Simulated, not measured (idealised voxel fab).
process module | voxel self aligned vias
cross-section cut | 155 nm wide | cells 5 nm
A cross-section is a grid of square cells, given in bands from the top down. A band is one or more rows of cells.
Each band's line starts with the height of the band's top and of its bottom, in nm. Then come its materials from left to right, each with its width in nm. One material with "throughout" fills the band from edge to edge. "air" is empty space.
Height 0 is the level under which the wafer as received is all one material. The lowest band goes on downwards, as in "0 down".
A width such as "30 to 40" changes by the same amount from each row of cells to the next, from the band's top row to its bottom row.
"no change" after a step means that no cell of the cross-section changed.
closed voids: empty space of 8 cells or more with no open way to the top, each as width x height at its distance from the left edge, in nm
after a step's settings: what the simulator itself notes on the step
overlay nm, on a step with a mask: how far to the right of its planned place the mask lay; to the left if negative
plan
1 op RECEIVE | material Si
2 op CONFORMAL_DEP | material SiO2 | thk nm 15
3 op CONFORMAL_DEP | material SiCN | thk nm 5
4 op DIRECTIONAL_DEP | material lowk | thk nm 30
5 op MASKED_ETCH | tone open | mask id LINES | width nm 30 | pitch nm 60 | etch materials lowk | depth nm 30 | overlay nm 0
6 op CONFORMAL_DEP | material TiN | thk nm 5
7 op FILL_DEP | material W | thk nm 5
8 op CMP | height nm 50
9 op SELECTIVE_ETCH | etch materials W Ru TiN | depth nm 5
10 op FILL_DEP | material SiN | thk nm 10
11 op CMP | height nm 50
12 op DIRECTIONAL_DEP | material lowk | thk nm 20
13 op DIRECTIONAL_DEP | material aC | thk nm 10
14 op PATTERN | tone open | mask id VIAS | material resist | width nm 40 | pitch nm 60 | thk nm 25 | overlay nm 0
15 op DIRECTIONAL_ETCH | etch materials aC | depth nm 10
16 op STRIP | etch materials resist
17 op DIRECTIONAL_ETCH | etch materials lowk | depth nm 20
18 op DIRECTIONAL_ETCH | etch materials SiN | depth nm 5
19 op STRIP | etch materials aC
20 op CONFORMAL_DEP | material TiN | thk nm 5
21 op FILL_DEP | material Ru | thk nm 5
22 op CMP | height nm 70
23 op CONFORMAL_DEP | material SiN | thk nm 5
first wafer, as planned
as received, after step 1
  0 down: Si throughout
  closed voids: none
after step 2
  15 to 0: SiO2 throughout
  below 0: unchanged
after step 3
  20 to 15: SiCN throughout
  below 15: unchanged
after step 4
  50 to 20: lowk throughout
  below 20: unchanged
after step 5
  50 to 20: lowk 30 | air 30 | lowk 30 | air 30 | lowk 35
  below 20: unchanged
after step 6
  55 to 50: TiN 35 | air 20 | TiN 40 | air 20 | TiN 40
  50 to 25: lowk 30 | TiN 5 | air 20 | TiN 5 | lowk 30 | TiN 5 | air 20 | TiN 5 | lowk 35
  25 to 20: lowk 30 | TiN 30 | lowk 30 | TiN 30 | lowk 35
  below 20: unchanged
after step 7
  60 to 55: W throughout
  55 to 50: TiN 35 | W 20 | TiN 40 | W 20 | TiN 40
  50 to 25: lowk 30 | TiN 5 | W 20 | TiN 5 | lowk 30 | TiN 5 | W 20 | TiN 5 | lowk 35
  below 25: unchanged
after step 8
  50 to 25: lowk 30 | TiN 5 | W 20 | TiN 5 | lowk 30 | TiN 5 | W 20 | TiN 5 | lowk 35
  below 25: unchanged
after step 9
  50 to 45: lowk 30 | air 30 | lowk 30 | air 30 | lowk 35
  below 45: unchanged
after step 10
  60 to 50: SiN throughout
  50 to 45: lowk 30 | SiN 30 | lowk 30 | SiN 30 | lowk 35
  below 45: unchanged
after step 11
  50 to 45: lowk 30 | SiN 30 | lowk 30 | SiN 30 | lowk 35
  below 45: unchanged
after step 12
  70 to 50: lowk throughout
  below 50: unchanged
after step 13
  80 to 70: aC throughout
  below 70: unchanged
after step 14
  105 to 80: resist 25 | air 40 | resist 20 | air 40 | resist 30
  below 80: unchanged
after step 15
  95 to 80: resist 25 | air 40 | resist 20 | air 40 | resist 30
  80 to 70: aC 25 | air 40 | aC 20 | air 40 | aC 30
  below 70: unchanged
after step 16
  80 to 70: aC 25 | air 40 | aC 20 | air 40 | aC 30
  below 70: unchanged
after step 17
  80 to 70: aC 25 | air 40 | aC 20 | air 40 | aC 30
  70 to 50: lowk 25 | air 40 | lowk 20 | air 40 | lowk 30
  below 50: unchanged
after step 18
  80 to 70: aC 25 | air 40 | aC 20 | air 40 | aC 30
  70 to 50: lowk 25 | air 40 | lowk 20 | air 40 | lowk 30
  50 to 45: lowk 30 | air 30 | lowk 30 | air 30 | lowk 35
  below 45: unchanged
after step 19
  70 to 50: lowk 25 | air 40 | lowk 20 | air 40 | lowk 30
  below 50: unchanged
after step 20
  75 to 70: TiN 30 | air 30 | TiN 30 | air 30 | TiN 35
  70 to 55: lowk 25 | TiN 5 | air 30 | TiN 5 | lowk 20 | TiN 5 | air 30 | TiN 5 | lowk 30
  55 to 50: lowk 25 | TiN 10 | air 20 | TiN 10 | lowk 20 | TiN 10 | air 20 | TiN 10 | lowk 30
  50 to 45: lowk 30 | TiN 30 | lowk 30 | TiN 30 | lowk 35
  below 45: unchanged
after step 21
  80 to 75: Ru throughout
  75 to 70: TiN 30 | Ru 30 | TiN 30 | Ru 30 | TiN 35
  70 to 55: lowk 25 | TiN 5 | Ru 30 | TiN 5 | lowk 20 | TiN 5 | Ru 30 | TiN 5 | lowk 30
  55 to 50: lowk 25 | TiN 10 | Ru 20 | TiN 10 | lowk 20 | TiN 10 | Ru 20 | TiN 10 | lowk 30
  below 50: unchanged
after step 22
  70 to 55: lowk 25 | TiN 5 | Ru 30 | TiN 5 | lowk 20 | TiN 5 | Ru 30 | TiN 5 | lowk 30
  below 55: unchanged
after step 23
  75 to 70: SiN throughout
  below 70: unchanged
second wafer: like start, like plan, one mistake. Through step 19 it matches the first wafer
when step 20 should have ended
  75 to 70: SiN 30 | air 30 | SiN 30 | air 30 | SiN 35
  70 to 55: lowk 25 | SiN 5 | air 30 | SiN 5 | lowk 20 | SiN 5 | air 30 | SiN 5 | lowk 30
  55 to 50: lowk 25 | SiN 10 | air 20 | SiN 10 | lowk 20 | SiN 10 | air 20 | SiN 10 | lowk 30
  50 to 45: lowk 30 | SiN 30 | lowk 30 | SiN 30 | lowk 35
  below 45: unchanged
when step 21 should have ended
  80 to 75: Ru throughout
  75 to 70: SiN 30 | Ru 30 | SiN 30 | Ru 30 | SiN 35
  70 to 55: lowk 25 | SiN 5 | Ru 30 | SiN 5 | lowk 20 | SiN 5 | Ru 30 | SiN 5 | lowk 30
  55 to 50: lowk 25 | SiN 10 | Ru 20 | SiN 10 | lowk 20 | SiN 10 | Ru 20 | SiN 10 | lowk 30
  below 50: unchanged
when step 22 should have ended
  70 to 55: lowk 25 | SiN 5 | Ru 30 | SiN 5 | lowk 20 | SiN 5 | Ru 30 | SiN 5 | lowk 30
  below 55: unchanged
when step 23 should have ended
  75 to 70: SiN throughout
  below 70: unchanged
what went wrong: step 20 ran as: op CONFORMAL_DEP | material SiN | thk nm 5
at the end the second wafer has, in cells: 32 more of SiN | 32 fewer of TiN
